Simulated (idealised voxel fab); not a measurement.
A process module follows: voxel capacitor over wiring.
This is section cut - it's 225 nm across, gridded in 5 nm square cells.
Cross-sections here: square-cell grids, written as top-down lists of bands, a band being one or more rows of cells. What a band's entry tells you: where the top is and where the bottom is, as heights in nm, and after that what lies inside, material by material from left to right, each with its width in nm. Empty space is written as the word "blank", and a single material marked with the word "throughout" occupies the band from edge to edge. The level at which height equals 0 is the one under which the wafer, as it arrives, is entirely one material. No lower edge exists for the bottom band, which continues downward and is notated as in "0 -> down". Width spec "30->40" -> top row of cells at first value, bottom row at second value, equal per-row change in between. "remained the same" (step): cross-section cells unchanged, all of them. "Closed void register" specifies each empty space that is not open to the top and that occupies no fewer than 8 cells, using the form width x height at distance, the distance measured from the left edge and all three quantities in nm. Where a step's line continues beyond its settings, the continuation is a remark by the simulator itself on that step. overlay nm, on a step with a mask: how far to the right of its planned place the mask lay; to the left if negative.

**The steps planned for the process are as follows**
1 RECEIVE,material Si
2 CONFORMAL_DEP,material SiO2,thk nm 10
3 DIRECTIONAL_DEP,material TiN,thk nm 5
4 DIRECTIONAL_DEP,material Ru,thk nm 20
5 PATTERN,tone cover,mask id METAL_1,material resist,width nm 20,pitch nm 80,thk nm 15,overlay nm 0
6 DIRECTIONAL_ETCH,etch materials Ru,depth nm 20
7 DIRECTIONAL_ETCH,etch materials TiN,depth nm 5
8 STRIP,etch materials resist
9 FILL_DEP,material lowk,thk nm 10
10 CMP,height nm 35
11 CONFORMAL_DEP,material SiCN,thk nm 5
12 DIRECTIONAL_DEP,material lowk,thk nm 20
13 DIRECTIONAL_DEP,material aC,thk nm 15
14 PATTERN,tone open,mask id PLUG_1,material resist,width nm 15,thk nm 35,overlay nm 0
15 DIRECTIONAL_ETCH,etch materials aC,depth nm 15
16 STRIP,etch materials resist
17 DIRECTIONAL_ETCH,etch materials lowk,depth nm 20
18 DIRECTIONAL_ETCH,etch materials SiCN,depth nm 5
19 STRIP,etch materials aC
20 CONFORMAL_DEP,material TiN,thk nm 5
21 FILL_DEP,material W,thk nm 10
22 CMP,height nm 60
23 DIRECTIONAL_DEP,material TiN,thk nm 5
24 DIRECTIONAL_DEP,material Al2O3,thk nm 5
25 DIRECTIONAL_DEP,material TiN,thk nm 5
26 MASKED_ETCH,tone cover,mask id UPPER_PLATE,width nm 65,etch materials TiN,depth nm 5,overlay nm 0
27 MASKED_ETCH,tone cover,mask id UPPER_PLATE,width nm 65,etch materials Al2O3,depth nm 5,overlay nm 0
28 DIRECTIONAL_DEP,material aC,thk nm 15
29 PATTERN,tone cover,mask id LOWER_PLATE,material resist,width nm 75,thk nm 30,overlay nm 0
30 DIRECTIONAL_ETCH,etch materials aC,depth nm 15
31 STRIP,etch materials resist
32 DIRECTIONAL_ETCH,etch materials TiN,depth nm 5
33 STRIP,etch materials aC
34 FILL_DEP,material SiO2,thk nm 20
35 CMP,height nm 90
36 DIRECTIONAL_DEP,material aC,thk nm 10
37 PATTERN,tone open,mask id PLUG_2,material resist,width nm 15,thk nm 30,overlay nm 0
38 DIRECTIONAL_ETCH,etch materials aC,depth nm 10
39 STRIP,etch materials resist
40 DIRECTIONAL_ETCH,etch materials SiO2,depth nm 15
41 STRIP,etch materials aC
42 CONFORMAL_DEP,material TiN,thk nm 5
43 FILL_DEP,material Cu,thk nm 5
44 CMP,height nm 90
45 CONFORMAL_DEP,material SiCN,thk nm 5

**Cross-sectional view of the wafer in its as-received condition, corresponding to the state after step 1**
> 0 -> down = Si throughout
> Closed void register: none

**First wafer of two, sectioned at end of module; run went per plan**
> 95 -> 90 = SiCN throughout
> 90 -> 80 = 75 SiO2, then 5 TiN, then 5 Cu, then 5 TiN, then 135 SiO2
> 80 -> 70 = 75->65 SiO2, then 15->65 TiN, then 135->95 SiO2
> 70 -> 65 = 65 SiO2, then 65 Al2O3, then 95 SiO2
> 65 -> 60 = 60 SiO2, then 75 TiN, then 90 SiO2
> 60 -> 40 = 65 lowk, then 5 TiN, then 5 W, then 5 TiN, then 145 lowk
> 40 -> 35 = 65 SiCN, then 15 TiN, then 145 SiCN
> 35 -> 15 = 60 lowk, then 20 Ru, then 60 lowk, then 20 Ru, then 65 lowk
> 15 -> 10 = 60 lowk, then 20 TiN, then 60 lowk, then 20 TiN, then 65 lowk
> 10 -> 0 = SiO2 throughout
> 0 -> down = Si throughout
> Closed void register: none

**The second wafer, shown in cross-section after the module: started the same way as the first and given the same plan, yet one mistake crept into how it was run**
> 95 -> 90 = SiCN throughout
> 90 -> 80 = 75 SiO2, then 5 TiN, then 5 Cu, then 5 TiN, then 135 SiO2
> 80 -> 70 = 75->65 SiO2, then 15->65 TiN, then 135->95 SiO2
> 70 -> 65 = 65 SiO2, then 65 Al2O3, then 95 SiO2
> 65 -> 60 = 60 SiO2, then 75 TiN, then 90 SiO2
> 60 -> 40 = 65 lowk, then 5 TiN, then 5 W, then 5 TiN, then 145 lowk
> 40 -> 35 = 65 SiCN, then 15 TiN, then 145 SiCN
> 35 -> 15 = 55 lowk, then 30 Ru, then 50 lowk, then 30 Ru, then 60 lowk
> 15 -> 10 = 55 lowk, then 30 TiN, then 50 lowk, then 30 TiN, then 60 lowk
> 10 -> 0 = SiO2 throughout
> 0 -> down = Si throughout
> Closed void register: none
Run error: in deviation from the planned setting, step 5 was conducted as PATTERN,tone cover,mask id METAL_1,material resist,width nm 30,pitch nm 80,thk nm 15,overlay nm 0
Per the end-of-run cell counts, the second wafer holds more or fewer of some materials than the first: Ru: 16 more, TiN: 4 more, lowk: 20 fewer
